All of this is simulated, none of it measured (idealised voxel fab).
process module | voxel capacitor over wiring
cross-section cut | 145 nm wide | cells 5 nm
A cross-section is a grid of square cells, given in bands from the top down. A band is one or more rows of cells.
Each band's line starts with the height of the band's top and of its bottom, in nm. Then come its materials from left to right, each with its width in nm. One material with "throughout" fills the band from edge to edge. "air" is empty space.
Height 0 is the level under which the wafer as received is all one material. The lowest band goes on downwards, as in "0 down".
A width such as "30 to 40" changes by the same amount from each row of cells to the next, from the band's top row to its bottom row.
"no change" after a step means that no cell of the cross-section changed.
closed voids: empty space of 8 cells or more with no open way to the top, each as width x height at its distance from the left edge, in nm
after a step's settings: what the simulator itself notes on the step
overlay nm, on a step with a mask: how far to the right of its planned place the mask lay; to the left if negative
plan
1 op RECEIVE | material Si
2 op CONFORMAL_DEP | material SiO2 | thk nm 10
3 op CONFORMAL_DEP | material SiN | thk nm 5
4 op DIRECTIONAL_DEP | material SiO2 | thk nm 15
5 op PATTERN | tone open | mask id METAL_1 | material resist | width nm 20 | pitch nm 75 | thk nm 15 | overlay nm 0
6 op DIRECTIONAL_ETCH | etch materials SiO2 | depth nm 15
7 op DIRECTIONAL_ETCH | etch materials SiN | depth nm 5
8 op STRIP | etch materials resist
9 op CONFORMAL_DEP | material TiN | thk nm 5
10 op FILL_DEP | material Cu | thk nm 5
11 op CMP | height nm 30
12 op CONFORMAL_DEP | material SiCN | thk nm 5
13 op DIRECTIONAL_DEP | material SiO2 | thk nm 20
14 op PATTERN | tone open | mask id PLUG_1 | material resist | width nm 15 | thk nm 15 | overlay nm 0
15 op DIRECTIONAL_ETCH | etch materials SiO2 | depth nm 20
16 op DIRECTIONAL_ETCH | etch materials SiCN | depth nm 5
17 op STRIP | etch materials resist
18 op CONFORMAL_DEP | material TiN | thk nm 5
19 op FILL_DEP | material Cu | thk nm 10
20 op CMP | height nm 55
21 op DIRECTIONAL_DEP | material TiN | thk nm 5
22 op DIRECTIONAL_DEP | material SiN | thk nm 5
23 op DIRECTIONAL_DEP | material TiN | thk nm 5
24 op PATTERN | tone cover | mask id UPPER_PLATE | material resist | width nm 60 | thk nm 15 | overlay nm 0
25 op DIRECTIONAL_ETCH | etch materials TiN | depth nm 5
26 op DIRECTIONAL_ETCH | etch materials SiN | depth nm 5
27 op STRIP | etch materials resist
28 op PATTERN | tone cover | mask id LOWER_PLATE | material resist | width nm 70 | thk nm 20 | overlay nm 0
29 op DIRECTIONAL_ETCH | etch materials TiN | depth nm 5
30 op STRIP | etch materials resist
31 op FILL_DEP | material SiO2 | thk nm 20
32 op CMP | height nm 85
33 op PATTERN | tone open | mask id PLUG_2 | material resist | width nm 15 | thk nm 15 | overlay nm 0
34 op DIRECTIONAL_ETCH | etch materials SiO2 | depth nm 15
35 op STRIP | etch materials resist
36 op CONFORMAL_DEP | material TiN | thk nm 5
37 op FILL_DEP | material Ru | thk nm 10
38 op CMP | height nm 85
39 op CONFORMAL_DEP | material SiN | thk nm 5
as received, after step 1
  0 down: Si throughout
  closed voids: none
a wafer at the end: this start, this plan, one mistake
  90 to 85: SiN throughout
  85 to 75: SiO2 40 | TiN 5 | Ru 5 | TiN 5 | SiO2 90
  75 to 65: SiO2 40 to 30 | TiN 15 to 60 | SiO2 90 to 55
  65 to 60: SiO2 30 | SiN 60 | SiO2 55
  60 to 55: SiO2 25 | TiN 70 | SiO2 50
  55 to 50: SiCN 30 | TiN 15 | SiCN 100
  50 to 30: SiO2 throughout
  30 to 15: SiO2 25 | TiN 5 | Cu 10 | TiN 5 | SiO2 55 | TiN 5 | Cu 10 | TiN 5 | SiO2 25
  15 to 10: SiN 25 | TiN 20 | SiN 55 | TiN 20 | SiN 25
  10 to 0: SiO2 throughout
  0 down: Si throughout
  closed voids: none
what went wrong: steps 12 and 13 were swapped
